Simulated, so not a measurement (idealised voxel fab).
You're looking at the process module voxel lift off.
The cross-section shown here is cut; it is 300 nm wide and divided into square cells measuring 5 nm on a side.
Cross-section, as written here: a square-cell grid given band by band from the top down, where a band holds one or more rows of cells. What a band's entry tells you: where the top is and where the bottom is, as heights in nm, and after that what lies inside, material by material from left to right, each with its width in nm. Empty space is written as the word "blank", and a single material marked with the word "everywhere" occupies the band from edge to edge. Heights are expressed relative to 0, this being the level below which the as-received wafer comprises one material exclusively. The lowest band is unbounded in the downward direction and is denoted as in "top 0, no bottom". The notation "30..40" denotes a width that varies across the rows of cells in the band, beginning at the first number in the top row, finishing at the second number in the bottom row, and changing by an identical amount from each row to the next. Where the words "nothing got changed" appear for a step, the cross-section shows no cell changed by that step; every cell remained as before. In the "Sealed void inventory" entry, you get each enclosed empty space of 8 cells or more, one with no open way to the top, written width x height at distance, distance from the left edge, in nm. Read whatever lies past the settings on a step's line as the simulator's own remark about the step. A step's line can hold "overlay nm"; with a mask on that step, the setting says how far right of the planned place the mask lay, while a negative setting says it lay to the left.

Process steps (planned)
1) RECEIVE,material Si
2) CONFORMAL_DEP,material Al2O3,thk nm 5
3) PATTERN,tone open,mask id LINES,material resist,width nm 20,pitch nm 45,thk nm 15,overlay nm 0
4) DIRECTIONAL_DEP,material Ru,thk nm 5
5) STRIP,etch materials resist
6) CONFORMAL_DEP,material SiO2,thk nm 5

As received (post step 1): cross-section
  top 0, no bottom | Si everywhere
  Sealed void inventory: none

The first of the two wafers as seen in cross-section once the module was finished; processing followed the plan
  top 15, bottom 10 | blank 90; SiO2 30; blank 15; SiO2 30; blank 15; SiO2 30; blank 90
  top 10, bottom 5 | SiO2 95; Ru 20; SiO2 25; Ru 20; SiO2 25; Ru 20; SiO2 95
  top 5, bottom 0 | Al2O3 everywhere
  top 0, no bottom | Si everywhere
  Sealed void inventory: none

Cross-sectional view: second of two wafers, end of module; start and plan identical to the first, one mistake in running
  top 10, bottom 5 | SiO2 everywhere
  top 5, bottom 0 | Al2O3 everywhere
  top 0, no bottom | Si everywhere
  Sealed void inventory: none
Here's what went sideways: step 4 was left out
Upon completion, the second wafer contains, in terms of cells, a greater or smaller amount of certain materials than the first wafer: -12 Ru; -6 SiO2
